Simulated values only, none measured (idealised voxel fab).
Process module name: voxel air gaps
It is cross-section cut that appears here, measuring 155 nm in width, its square cells being 5 nm in size.
Just so we're on the same page, the cross-sections are grids of square cells, and they're listed out in bands top to bottom, each band one or more rows deep. Top, bottom (nm), then materials left to right with widths (nm); lone material tagged "throughout" fills the whole band edge to edge; "blank" = empty space. The reference from which all heights are counted is 0, the level beneath which the as-received wafer is entirely one material; the lowest band, having no lower bound, proceeds downward and is written after the example "from 0 down". With a width like "30..40", each row of cells in the band differs from the next by the same amount, the top row carrying the first number and the bottom row the second. It should be understood that the words "no change", when stated for a given step, signify that the cross-section underwent no change in any of its cells during that step. Empty spaces without an open route to the top, at least 8 cells in extent, make up the entry "Sealed void inventory"; each is given as width x height at distance, where the distance is measured from the left edge, and all are in nm. after a step's settings: what the simulator itself notes on the step. A step line may carry the setting "overlay nm", which, for steps involving a mask, states the distance by which the mask lay to the right of its intended position; negative values denote displacement to the left.

STEPS IN THE PROCESS PLAN
step 1: RECEIVE | material Si
step 2: CONFORMAL_DEP | material SiO2 | thk nm 10
step 3: CONFORMAL_DEP | material SiN | thk nm 5
step 4: DIRECTIONAL_DEP | material SiO2 | thk nm 30
step 5: DIRECTIONAL_DEP | material aC | thk nm 10
step 6: PATTERN | tone open | mask id LINES | material resist | width nm 20 | pitch nm 45 | thk nm 30 | overlay nm 0
step 7: DIRECTIONAL_ETCH | etch materials aC | depth nm 10
step 8: STRIP | etch materials resist
step 9: DIRECTIONAL_ETCH | etch materials SiO2 | depth nm 30
step 10: STRIP | etch materials aC
step 11: CONFORMAL_DEP | material TiN | thk nm 5
step 12: FILL_DEP | material Ru | thk nm 5
step 13: CMP | height nm 45
step 14: EPI | material Ru | thk nm 10
step 15: SELECTIVE_ETCH | etch materials SiO2 | depth nm 40
step 16: CONFORMAL_DEP | material SiCN | thk nm 5

ON THE FIRST OF THE TWO WAFERS: RUN CONDUCTED ACCORDING TO PLAN

WAFER CROSS-SECTION ON RECEIPT, I.E. AFTER STEP 1
    from 0 down | Si throughout
    Sealed void inventory: none

CROSS-SECTION: WAFER STATE AFTER STEP 2
    from 10 to 0 | SiO2 throughout
    Note: structure below 0 unchanged.

CROSS-SECTION: WAFER STATE AFTER STEP 3
    from 15 to 10 | SiN throughout
    Note: structure below 10 unchanged.

CROSS-SECTION: WAFER STATE AFTER STEP 4
    from 45 to 15 | SiO2 throughout
    Note: structure below 15 unchanged.

CROSS-SECTION: WAFER STATE AFTER STEP 5
    from 55 to 45 | aC throughout
    Note: structure below 45 unchanged.

CROSS-SECTION: WAFER STATE AFTER STEP 6
    from 85 to 55 | resist=20; blank=20; resist=25; blank=20; resist=25; blank=20; resist=25
    Note: structure below 55 unchanged.

CROSS-SECTION: WAFER STATE AFTER STEP 7
    from 75 to 55 | resist=20; blank=20; resist=25; blank=20; resist=25; blank=20; resist=25
    from 55 to 45 | aC=20; blank=20; aC=25; blank=20; aC=25; blank=20; aC=25
    Note: structure below 45 unchanged.

CROSS-SECTION: WAFER STATE AFTER STEP 8
    from 55 to 45 | aC=20; blank=20; aC=25; blank=20; aC=25; blank=20; aC=25
    Note: structure below 45 unchanged.

CROSS-SECTION: WAFER STATE AFTER STEP 9
    from 55 to 45 | aC=20; blank=20; aC=25; blank=20; aC=25; blank=20; aC=25
    from 45 to 15 | SiO2=20; blank=20; SiO2=25; blank=20; SiO2=25; blank=20; SiO2=25
    Note: structure below 15 unchanged.

CROSS-SECTION: WAFER STATE AFTER STEP 10
    from 45 to 15 | SiO2=20; blank=20; SiO2=25; blank=20; SiO2=25; blank=20; SiO2=25
    Note: structure below 15 unchanged.

CROSS-SECTION: WAFER STATE AFTER STEP 11
    from 50 to 45 | TiN=25; blank=10; TiN=35; blank=10; TiN=35; blank=10; TiN=30
    from 45 to 20 | SiO2=20; TiN=5; blank=10; TiN=5; SiO2=25; TiN=5; blank=10; TiN=5; SiO2=25; TiN=5; blank=10; TiN=5; SiO2=25
    from 20 to 15 | SiO2=20; TiN=20; SiO2=25; TiN=20; SiO2=25; TiN=20; SiO2=25
    Note: structure below 15 unchanged.

CROSS-SECTION: WAFER STATE AFTER STEP 12
    from 55 to 50 | Ru throughout
    from 50 to 45 | TiN=25; Ru=10; TiN=35; Ru=10; TiN=35; Ru=10; TiN=30
    from 45 to 20 | SiO2=20; TiN=5; Ru=10; TiN=5; SiO2=25; TiN=5; Ru=10; TiN=5; SiO2=25; TiN=5; Ru=10; TiN=5; SiO2=25
    Note: structure below 20 unchanged.

CROSS-SECTION: WAFER STATE AFTER STEP 13
    from 45 to 20 | SiO2=20; TiN=5; Ru=10; TiN=5; SiO2=25; TiN=5; Ru=10; TiN=5; SiO2=25; TiN=5; Ru=10; TiN=5; SiO2=25
    Note: structure below 20 unchanged.

CROSS-SECTION: WAFER STATE AFTER STEP 14
    from 55 to 45 | blank=10; Ru=40; blank=5; Ru=40; blank=5; Ru=40; blank=15
    Note: structure below 45 unchanged.

CROSS-SECTION: WAFER STATE AFTER STEP 15
    from 55 to 45 | blank=10; Ru=40; blank=5; Ru=40; blank=5; Ru=40; blank=15
    from 45 to 20 | blank=20; TiN=5; Ru=10; TiN=5; blank=25; TiN=5; Ru=10; TiN=5; blank=25; TiN=5; Ru=10; TiN=5; blank=25
    from 20 to 15 | blank=20; TiN=20; blank=25; TiN=20; blank=25; TiN=20; blank=25
    Note: structure below 15 unchanged.

CROSS-SECTION: WAFER STATE AFTER STEP 16
    from 60 to 55 | blank=5; SiCN=140; blank=10
    from 55 to 45 | blank=5; SiCN=5; Ru=40; SiCN=5; Ru=40; SiCN=5; Ru=40; SiCN=5; blank=10
    from 45 to 40 | blank=5; SiCN=15; TiN=5; Ru=10; TiN=5; SiCN=25; TiN=5; Ru=10; TiN=5; SiCN=25; TiN=5; Ru=10; TiN=5; SiCN=15; blank=10
    from 40 to 20 | blank=15; SiCN=5; TiN=5; Ru=10; TiN=5; SiCN=5; blank=15; SiCN=5; TiN=5; Ru=10; TiN=5; SiCN=5; blank=15; SiCN=5; TiN=5; Ru=10; TiN=5; SiCN=5; blank=20
    from 20 to 15 | SiCN=20; TiN=20; SiCN=25; TiN=20; SiCN=25; TiN=20; SiCN=25
    Note: structure below 15 unchanged.
    Sealed void inventory: 15 x 20 at 45; 15 x 20 at 90

THE SECOND WAFER: IDENTICAL TO THE FIRST AT THE OUTSET AND IN ITS PLANNED SEQUENCE, DIFFERING ONLY IN THAT ONE MISTAKE WAS MADE DURING PROCESSING; UP TO AND INCLUDING STEP 5, ITS PATH IS THE FIRST WAFER'S PATH

CROSS-SECTION OF THE SECOND WAFER CORRESPONDING TO THE PLANNED CONCLUSION OF STEP 6
    from 85 to 55 | blank=20; resist=20; blank=25; resist=20; blank=25; resist=20; blank=25
    Note: structure below 55 unchanged.

CROSS-SECTION OF THE SECOND WAFER CORRESPONDING TO THE PLANNED CONCLUSION OF STEP 7
    from 75 to 55 | blank=20; resist=20; blank=25; resist=20; blank=25; resist=20; blank=25
    from 55 to 45 | blank=20; aC=20; blank=25; aC=20; blank=25; aC=20; blank=25
    Note: structure below 45 unchanged.

CROSS-SECTION OF THE SECOND WAFER CORRESPONDING TO THE PLANNED CONCLUSION OF STEP 8
    from 55 to 45 | blank=20; aC=20; blank=25; aC=20; blank=25; aC=20; blank=25
    Note: structure below 45 unchanged.

CROSS-SECTION OF THE SECOND WAFER CORRESPONDING TO THE PLANNED CONCLUSION OF STEP 9
    from 55 to 45 | blank=20; aC=20; blank=25; aC=20; blank=25; aC=20; blank=25
    from 45 to 15 | blank=20; SiO2=20; blank=25; SiO2=20; blank=25; SiO2=20; blank=25
    Note: structure below 15 unchanged.

CROSS-SECTION OF THE SECOND WAFER CORRESPONDING TO THE PLANNED CONCLUSION OF STEP 10
    from 45 to 15 | blank=20; SiO2=20; blank=25; SiO2=20; blank=25; SiO2=20; blank=25
    Note: structure below 15 unchanged.

CROSS-SECTION OF THE SECOND WAFER CORRESPONDING TO THE PLANNED CONCLUSION OF STEP 11
    from 50 to 45 | blank=15; TiN=30; blank=15; TiN=30; blank=15; TiN=30; blank=20
    from 45 to 20 | blank=15; TiN=5; SiO2=20; TiN=5; blank=15; TiN=5; SiO2=20; TiN=5; blank=15; TiN=5; SiO2=20; TiN=5; blank=20
    from 20 to 15 | TiN=20; SiO2=20; TiN=25; SiO2=20; TiN=25; SiO2=20; TiN=25
    Note: structure below 15 unchanged.

CROSS-SECTION OF THE SECOND WAFER CORRESPONDING TO THE PLANNED CONCLUSION OF STEP 12
    from 55 to 50 | Ru throughout
    from 50 to 45 | Ru=15; TiN=30; Ru=15; TiN=30; Ru=15; TiN=30; Ru=20
    from 45 to 20 | Ru=15; TiN=5; SiO2=20; TiN=5; Ru=15; TiN=5; SiO2=20; TiN=5; Ru=15; TiN=5; SiO2=20; TiN=5; Ru=20
    Note: structure below 20 unchanged.

CROSS-SECTION OF THE SECOND WAFER CORRESPONDING TO THE PLANNED CONCLUSION OF STEP 13
    from 45 to 20 | Ru=15; TiN=5; SiO2=20; TiN=5; Ru=15; TiN=5; SiO2=20; TiN=5; Ru=15; TiN=5; SiO2=20; TiN=5; Ru=20
    Note: structure below 20 unchanged.

CROSS-SECTION OF THE SECOND WAFER CORRESPONDING TO THE PLANNED CONCLUSION OF STEP 14
    from 55 to 45 | Ru throughout
    Note: structure below 45 unchanged.

Cross-section of the second wafer corresponding to the planned conclusion of step 15: no change

CROSS-SECTION OF THE SECOND WAFER CORRESPONDING TO THE PLANNED CONCLUSION OF STEP 16
    from 60 to 55 | SiCN throughout
    Note: structure below 55 unchanged.
What was done differently from what was planned? heads up, step 6 didn't go per plan, it actually ran as PATTERN | tone cover | mask id LINES | material resist | width nm 20 | pitch nm 45 | thk nm 30 | overlay nm 0
End check, counted in cells, second wafer has more or fewer of these materials than the first: +49 Ru | -64 SiCN | +72 SiO2 | +7 TiN
So at the end we're looking at 2 closed voids on the first wafer and 0 on the second.
